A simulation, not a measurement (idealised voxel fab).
Process module heading - voxel wiring stack
We display cut, a cross-section 210 nm in width whose square cells are each 5 nm.
Reading order for cross-sections: top band down to bottom band. Underlying form: a grid of square cells. Band size: one or more rows of cells. Per band: top height and bottom height in nm, followed by the left-to-right materials and their widths in nm; "everywhere" marks a single material spanning edge to edge, "air" marks empty space. Heights are expressed relative to 0, this being the level below which the as-received wafer comprises one material exclusively. The lowest band is unbounded in the downward direction and is denoted as in "z 0 and below". It should be noted that a width expressed as "30 to 40" varies in equal increments from row to row of cells within the band, taking the value of the first number at the top row and that of the second number at the bottom row. Step note "no change" = no cross-section cell changed. Any empty space of 8 cells or more lacking an open way to the top shows up in "Fully closed voids" as width x height at distance, distance from the left edge, in nm. On each step's line, the part that comes after the settings is the simulator's own comment on the step. overlay nm: mask offset rightward from planned place, masked step; negative means leftward offset.

So here's the lineup of process steps we planned
1,RECEIVE | material Si
2,CONFORMAL_DEP | material SiO2 | thk nm 15
3,CONFORMAL_DEP | material SiCN | thk nm 5
4,DIRECTIONAL_DEP | material lowk | thk nm 15
5,PATTERN | tone open | mask id METAL_1 | material resist | width nm 30 | pitch nm 45 | thk nm 15 | overlay nm 0
6,DIRECTIONAL_ETCH | etch materials lowk | depth nm 15
7,DIRECTIONAL_ETCH | etch materials SiCN | depth nm 5
8,STRIP | etch materials resist
9,CONFORMAL_DEP | material TiN | thk nm 5
10,FILL_DEP | material W | thk nm 5
11,CMP | height nm 35
12,CONFORMAL_DEP | material SiCN | thk nm 5
13,DIRECTIONAL_DEP | material lowk | thk nm 20
14,PATTERN | tone open | mask id PLUG_1 | material resist | width nm 15 | pitch nm 45 | thk nm 20 | overlay nm 0
15,DIRECTIONAL_ETCH | etch materials lowk | depth nm 20
16,DIRECTIONAL_ETCH | etch materials SiCN | depth nm 5
17,STRIP | etch materials resist
18,CONFORMAL_DEP | material TiN | thk nm 5
19,FILL_DEP | material Ru | thk nm 10
20,CMP | height nm 60
21,DIRECTIONAL_DEP | material TiN | thk nm 5
22,DIRECTIONAL_DEP | material W | thk nm 25
23,DIRECTIONAL_DEP | material aC | thk nm 10
24,PATTERN | tone cover | mask id METAL_2 | material resist | width nm 30 | pitch nm 45 | thk nm 30 | overlay nm 0
25,DIRECTIONAL_ETCH | etch materials aC | depth nm 10
26,STRIP | etch materials resist
27,DIRECTIONAL_ETCH | etch materials W | depth nm 25
28,DIRECTIONAL_ETCH | etch materials TiN | depth nm 5
29,STRIP | etch materials aC
30,FILL_DEP | material lowk | thk nm 5
31,CMP | height nm 90
32,CONFORMAL_DEP | material SiCN | thk nm 5
33,DIRECTIONAL_DEP | material SiO2 | thk nm 35
34,PATTERN | tone open | mask id METAL_3_HOLES | material resist | width nm 15 | pitch nm 45 | thk nm 20 | overlay nm 0
35,DIRECTIONAL_ETCH | etch materials SiO2 | depth nm 35
36,STRIP | etch materials resist
37,DIRECTIONAL_DEP | material aC | thk nm 15
38,PATTERN | tone open | mask id METAL_3 | material resist | width nm 30 | pitch nm 45 | thk nm 30 | overlay nm 0
39,DIRECTIONAL_ETCH | etch materials aC | depth nm 15
40,STRIP | etch materials resist
41,DIRECTIONAL_ETCH | etch materials SiO2 | depth nm 20
42,DIRECTIONAL_ETCH | etch materials SiCN | depth nm 5
43,STRIP | etch materials aC
44,CONFORMAL_DEP | material TiN | thk nm 5
45,FILL_DEP | material Ru | thk nm 10
46,CMP | height nm 130
47,CONFORMAL_DEP | material SiN | thk nm 5

Here's what the wafer looked like in cross-section when it arrived - that's after step 1
- z 0 and below: Si everywhere
- Fully closed voids: none

The module was run from the start shown above using the plan shown above, but one mistake was made doing it; the resulting wafer cross-section is below
- z 135 to 130: SiN everywhere
- z 130 to 115: SiO2: 20 / TiN: 5 / Ru: 20 / TiN: 5 / SiO2: 15 / TiN: 5 / Ru: 20 / TiN: 5 / SiO2: 15 / TiN: 5 / Ru: 20 / TiN: 5 / SiO2: 15 / TiN: 5 / Ru: 20 / TiN: 5 / SiO2: 25
- z 115 to 110: SiO2: 20 / TiN: 5 / Ru: 5 / TiN: 20 / SiO2: 15 / TiN: 5 / Ru: 5 / TiN: 20 / SiO2: 15 / TiN: 5 / Ru: 5 / TiN: 20 / SiO2: 15 / TiN: 5 / Ru: 5 / TiN: 20 / SiO2: 25
- z 110 to 95: SiO2: 20 / TiN: 5 / Ru: 5 / TiN: 5 / SiO2: 30 / TiN: 5 / Ru: 5 / TiN: 5 / SiO2: 30 / TiN: 5 / Ru: 5 / TiN: 5 / SiO2: 30 / TiN: 5 / Ru: 5 / TiN: 5 / SiO2: 40
- z 95 to 90: SiCN: 20 / TiN: 15 / SiCN: 30 / TiN: 15 / SiCN: 30 / TiN: 15 / SiCN: 30 / TiN: 15 / SiCN: 40
- z 90 to 65: lowk: 20 / W: 30 / lowk: 15 / W: 30 / lowk: 15 / W: 30 / lowk: 15 / W: 30 / lowk: 25
- z 65 to 60: lowk: 20 / TiN: 30 / lowk: 15 / TiN: 30 / lowk: 15 / TiN: 30 / lowk: 15 / TiN: 30 / lowk: 25
- z 60 to 40: lowk: 20 / TiN: 5 / Ru: 5 / TiN: 5 / lowk: 30 / TiN: 5 / Ru: 5 / TiN: 5 / lowk: 30 / TiN: 5 / Ru: 5 / TiN: 5 / lowk: 30 / TiN: 5 / Ru: 5 / TiN: 5 / lowk: 40
- z 40 to 35: SiCN: 20 / TiN: 15 / SiCN: 30 / TiN: 15 / SiCN: 30 / TiN: 15 / SiCN: 30 / TiN: 15 / SiCN: 40
- z 35 to 30: TiN: 25 / W: 20 / TiN: 25 / W: 20 / TiN: 25 / W: 20 / TiN: 25 / W: 20 / TiN: 30
- z 30 to 20: lowk: 20 / TiN: 5 / W: 20 / TiN: 5 / lowk: 15 / TiN: 5 / W: 20 / TiN: 5 / lowk: 15 / TiN: 5 / W: 20 / TiN: 5 / lowk: 15 / TiN: 5 / W: 20 / TiN: 5 / lowk: 25
- z 20 to 15: SiCN: 20 / TiN: 30 / SiCN: 15 / TiN: 30 / SiCN: 15 / TiN: 30 / SiCN: 15 / TiN: 30 / SiCN: 25
- z 15 to 0: SiO2 everywhere
- z 0 and below: Si everywhere
- Fully closed voids: none
The mistake made against the process plan was this: planned and actual differ for step 4; actual: DIRECTIONAL_DEP | material lowk | thk nm 10
